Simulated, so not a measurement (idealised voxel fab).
process module | voxel quadruple lines
cross-section cut | 160 nm wide | cells 5 nm
A cross-section is a grid of square cells, given in bands from the top down. A band is one or more rows of cells.
Each band's line starts with the height of the band's top and of its bottom, in nm. Then come its materials from left to right, each with its width in nm. One material with "throughout" fills the band from edge to edge. "air" is empty space.
Height 0 is the level under which the wafer as received is all one material. The lowest band goes on downwards, as in "0 down".
A width such as "30 to 40" changes by the same amount from each row of cells to the next, from the band's top row to its bottom row.
"no change" after a step means that no cell of the cross-section changed.
closed voids: empty space of 8 cells or more with no open way to the top, each as width x height at its distance from the left edge, in nm
after a step's settings: what the simulator itself notes on the step
overlay nm, on a step with a mask: how far to the right of its planned place the mask lay; to the left if negative
plan
1 op RECEIVE | material Si
2 op CONFORMAL_DEP | material Al2O3 | thk nm 5
3 op DIRECTIONAL_DEP | material W | thk nm 5
4 op DIRECTIONAL_DEP | material polySi | thk nm 20
5 op DIRECTIONAL_DEP | material aC | thk nm 20
6 op PATTERN | tone cover | mask id MANDREL | material resist | width nm 20 | pitch nm 60 | thk nm 25 | overlay nm 0
7 op DIRECTIONAL_ETCH | etch materials aC | depth nm 20
8 op STRIP | etch materials resist
9 op CONFORMAL_DEP | material SiO2 | thk nm 10
10 op DIRECTIONAL_ETCH | etch materials SiO2 | depth nm 10
11 op STRIP | etch materials aC
12 op DIRECTIONAL_ETCH | etch materials polySi | depth nm 20
13 op STRIP | etch materials SiO2
14 op CONFORMAL_DEP | material SiN | thk nm 5
15 op DIRECTIONAL_ETCH | etch materials SiN | depth nm 5
16 op STRIP | etch materials polySi
17 op DIRECTIONAL_ETCH | etch materials W | depth nm 10
18 op STRIP | etch materials SiN
varied across the wafers: thk nm of step 3. The plan shows the first wafer's value. All wafers start alike
first wafer as received, after step 1
  0 down: Si throughout
  closed voids: none
each wafer at the end: cells of each material gained (+) or lost (-) since it was received, then its closed voids
thk nm 5 | +32 Al2O3 | +8 W | closed voids: none
thk nm 10 | +32 Al2O3 | +16 W | closed voids: none
thk nm 15 | +32 Al2O3 | +48 W | closed voids: none
thk nm 20 | +32 Al2O3 | +80 W | closed voids: none
thk nm 25 | +32 Al2O3 | +112 W | closed voids: none
